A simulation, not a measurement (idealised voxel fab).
The following process module bears the name voxel double patterning.
The cross-section shown here is cut; it is 165 nm wide and divided into square cells measuring 5 nm on a side.
A cross-section in this document is a grid of square cells, and it is written down as bands, the top band listed before the ones below it; a band is made up of one or more rows of cells.
Band entry format. Leading values: height of top, height of bottom, nm. Remainder: materials in left-to-right order, each with its width in nm. Special words: "full width" on a single material, which then fills the band edge to edge; "empty", empty space.
A quick word on heights: they are counted from 0, and under that level the wafer as it came to us is one material throughout. The lowest band is different from the rest in having no bottom; it simply continues downward, written as in "0 down".
Read "30->40" as a graded width: first number on top, second number at the bottom, same change between each pair of neighbouring rows.
Where a step carries "no change occurred", the cross-section came out of it unchanged, cell for cell.
Voids not open to the top, 8 cells minimum: see "Fully enclosed voids". Written width x height at distance; distance is from the left edge; nm.
Past the settings on a step's line: simulator remark, on that step.
When a step includes a mask, the "overlay nm" setting on its line states how far to the right of its planned place that mask lay, and negative values state how far to the left.

STEPS IN THE PROCESS PLAN
step 1: RECEIVE,material Si
step 2: CONFORMAL_DEP,material SiO2,thk nm 5
step 3: DIRECTIONAL_DEP,material TiN,thk nm 10
step 4: DIRECTIONAL_DEP,material SiCN,thk nm 5
step 5: MASKED_ETCH,tone open,mask id FIRST,width nm 15,pitch nm 50,etch materials SiCN,depth nm 5,overlay nm 0
step 6: MASKED_ETCH,tone open,mask id SECOND,width nm 15,pitch nm 50,etch materials SiCN,depth nm 5,overlay nm 0
step 7: DIRECTIONAL_ETCH,etch materials TiN,depth nm 10
step 8: STRIP,etch materials SiCN

CROSS-SECTION OF THE WAFER UPON ARRIVAL, REPRESENTING THE STATE REACHED AFTER STEP 1
0 down = Si full width
Fully enclosed voids: none

RUN AS PLANNED - FIRST OF THE TWO WAFERS CROSS-SECTIONED AT THE END OF THE MODULE
15 to 5 = 25 of TiN / 15 of empty / 10 of TiN / 15 of empty / 10 of TiN / 15 of empty / 10 of TiN / 15 of empty / 10 of TiN / 15 of empty / 25 of TiN
5 to 0 = SiO2 full width
0 down = Si full width
Fully enclosed voids: none

WHAT THE SECOND WAFER LOOKS LIKE IN CROSS-SECTION ONCE THE MODULE IS DONE. ITS START AND ITS PLAN MATCHED THE FIRST WAFER'S EXACTLY; WHAT DIFFERED WAS ONE MISTAKE IN HOW IT WAS RUN
15 to 10 = SiO2 full width
10 to 0 = TiN full width
0 down = Si full width
Fully enclosed voids: none
The mistake made against the process plan was this: contrary to the plan, steps 2 and 3 were processed in exchanged order
End of process, cell counts, second wafer against first, materials with more or fewer: TiN: 30 more
